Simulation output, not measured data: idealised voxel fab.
Name of the process module below: voxel released beams
FYI the section here is cut, 155 nm wide, cells are 5 nm squares.
Reading order for cross-sections: top band down to bottom band. Underlying form: a grid of square cells. Band size: one or more rows of cells. For a band, the entry starts with two heights in nm, that of the top and then that of the bottom, and carries on with the band's materials in order from left to right, each alongside its width in nm; the word "full width" beside a single material means it fills the band edge to edge, and "empty" means empty space. Heights are reckoned from 0. Under this level, the received wafer is all of one material. The bottommost band is open-ended downward, for example "0 down". Note: "30..40" means the width goes from the first number (top row of the band) to the second number (bottom row) in equal steps per row of cells. What does "nothing was modified" mean for a step? It means no cell of the cross-section changed in that step. Closed-off voids of 8+ cells (no open route to the top) go in "Unvented voids", written width x height at distance from the left edge, in nm. That trailing text on a step's line, after the settings, is the simulator's own remark on the step. "overlay nm" denotes, for a step that has a mask, the displacement of the mask to the right of its planned place, with negative values corresponding to the left.
Process steps foreseen in the plan:
- 1: op RECEIVE | material Si
- 2: op CONFORMAL_DEP | material Al2O3 | thk nm 5
- 3: op DIRECTIONAL_DEP | material SiO2 | thk nm 10
- 4: op DIRECTIONAL_DEP | material aC | thk nm 15
- 5: op PATTERN | tone open | mask id ANCHOR | material resist | width nm 40 | thk nm 35 | overlay nm 0
- 6: op DIRECTIONAL_ETCH | etch materials aC | depth nm 15
- 7: op STRIP | etch materials resist
- 8: op DIRECTIONAL_ETCH | etch materials SiO2 | depth nm 10
- 9: op STRIP | etch materials aC
- 10: op CONFORMAL_DEP | material SiN | thk nm 15
- 11: op MASKED_ETCH | tone cover | mask id BEAM | width nm 100 | etch materials SiN | depth nm 15 | overlay nm 0
- 12: op STRIP | etch materials SiO2
Here's what the wafer looked like in cross-section when it arrived - that's after step 1:
* 0 down | Si full width
* Unvented voids: none
Wafer cross-section at end of module: start and plan as shown above, one execution error:
* 45 to 30 | empty: 25, SiN: 100, empty: 30
* 30 to 15 | SiN full width
* 15 to 5 | SiO2: 30, SiN: 40, SiO2: 85
* 5 to 0 | Al2O3 full width
* 0 down | Si full width
* Unvented voids: none
So what did we get wrong on this run? step 10 from the plan got run twice
